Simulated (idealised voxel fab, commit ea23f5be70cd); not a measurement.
Module name: voxel capacitor over wiring (process module)
Each square cell in cross-section cut measures 5 nm, and the section as a whole is 260 nm wide.
Cross-sections here: square-cell grids, written as top-down lists of bands, a band being one or more rows of cells. It is stipulated that each band's entry specify, in nanometres, the height of the top of the band and then that of its bottom, followed by the materials of the band in left-to-right sequence, each together with its width in nanometres. A single material marked by the word "throughout" is understood to fill the band from edge to edge; the word "empty" is understood to denote empty space. Measure heights from 0. That's the level where, below it, the as-received wafer is all one material. The lowest band is bottomless and extends downward; write it as in "0 down". Width spec "30..40" -> top row of cells at first value, bottom row at second value, equal per-row change in between. For the purposes of this document, the phrase "identical to before" attached to a step denotes that no cell within the cross-section was modified by that step. Empty spaces counting at least 8 cells and having no open way to the top are listed in "Fully closed voids". The notation width x height at distance is used for each, the distance being from the left edge and all three values in nm. Past the settings on a step's line: simulator remark, on that step. overlay nm: for a step with a mask, the amount by which the mask lay right of where it was planned; a negative amount means left of it.
Steps planned for the process
| 1 | RECEIVE, material Si |
| 2 | CONFORMAL_DEP, material SiO2, thk nm 10 |
| 3 | CONFORMAL_DEP, material SiN, thk nm 5 |
| 4 | DIRECTIONAL_DEP, material lowk, thk nm 15 |
| 5 | PATTERN, tone open, mask id METAL_1, material resist, width nm 30, pitch nm 90, thk nm 15, overlay nm 0 |
| 6 | DIRECTIONAL_ETCH, etch materials lowk, depth nm 15 |
| 7 | DIRECTIONAL_ETCH, etch materials SiN, depth nm 5 |
| 8 | STRIP, etch materials resist |
| 9 | CONFORMAL_DEP, material TiN, thk nm 5 |
| 10 | FILL_DEP, material Cu, thk nm 10 |
| 11 | CMP, height nm 30 |
| 12 | CONFORMAL_DEP, material SiCN, thk nm 5 |
| 13 | DIRECTIONAL_DEP, material SiO2, thk nm 10 |
| 14 | MASKED_ETCH, tone open, mask id PLUG_1, width nm 15, etch materials SiO2, depth nm 10, overlay nm 0 |
| 15 | MASKED_ETCH, tone open, mask id PLUG_1, width nm 15, etch materials SiCN, depth nm 5, overlay nm 0 |
| 16 | EPI, material Ru, thk nm 10 |
| 17 | EPI, material Ru, thk nm 5 |
| 18 | DIRECTIONAL_DEP, material TiN, thk nm 10 |
| 19 | DIRECTIONAL_DEP, material HfO2, thk nm 5 |
| 20 | DIRECTIONAL_DEP, material TiN, thk nm 5 |
| 21 | PATTERN, tone cover, mask id UPPER_PLATE, material resist, width nm 65, thk nm 15, overlay nm 0 |
| 22 | DIRECTIONAL_ETCH, etch materials TiN, depth nm 5 |
| 23 | DIRECTIONAL_ETCH, etch materials HfO2, depth nm 5 |
| 24 | STRIP, etch materials resist |
| 25 | DIRECTIONAL_DEP, material aC, thk nm 15 |
| 26 | PATTERN, tone cover, mask id LOWER_PLATE, material resist, width nm 75, thk nm 35, overlay nm 0 |
| 27 | DIRECTIONAL_ETCH, etch materials aC, depth nm 15 |
| 28 | STRIP, etch materials resist |
| 29 | DIRECTIONAL_ETCH, etch materials TiN, depth nm 10 |
| 30 | STRIP, etch materials aC |
| 31 | FILL_DEP, material SiO2, thk nm 15 |
| 32 | CMP, height nm 75 |
| 33 | PATTERN, tone open, mask id PLUG_2, material resist, width nm 15, thk nm 15, overlay nm 0 |
| 34 | DIRECTIONAL_ETCH, etch materials SiO2, depth nm 10 |
| 35 | STRIP, etch materials resist |
| 36 | CONFORMAL_DEP, material TiN, thk nm 5 |
| 37 | FILL_DEP, material Cu, thk nm 10 |
| 38 | CMP, height nm 75 |
| 39 | CONFORMAL_DEP, material SiN, thk nm 5 |
So this is the incoming wafer in cross-section - it's already been through step 1
    0 down = Si throughout
    Fully closed voids: none
Final cross-section, module run with one mistake (start and plan as above)
    80 to 75 = SiN throughout
    75 to 70 = SiO2 95, TiN 5, Cu 5, TiN 5, SiO2 150
    70 to 65 = SiO2 95, TiN 15, SiO2 150
    65 to 60 = SiO2 85, HfO2 65, SiO2 110
    60 to 50 = SiO2 80, TiN 75, SiO2 105
    50 to 45 = TiN throughout
    45 to 35 = SiO2 85, Ru 15, SiO2 160
    35 to 30 = SiCN 85, Ru 15, SiCN 160
    30 to 15 = lowk 70, TiN 5, Cu 20, TiN 5, lowk 60, TiN 5, Cu 20, TiN 5, lowk 70
    15 to 10 = SiN 70, TiN 30, SiN 60, TiN 30, SiN 70
    10 to 0 = SiO2 throughout
    0 down = Si throughout
    Fully closed voids: none
What went wrong in running the wafer? swap of plan steps 19 and 20 during execution
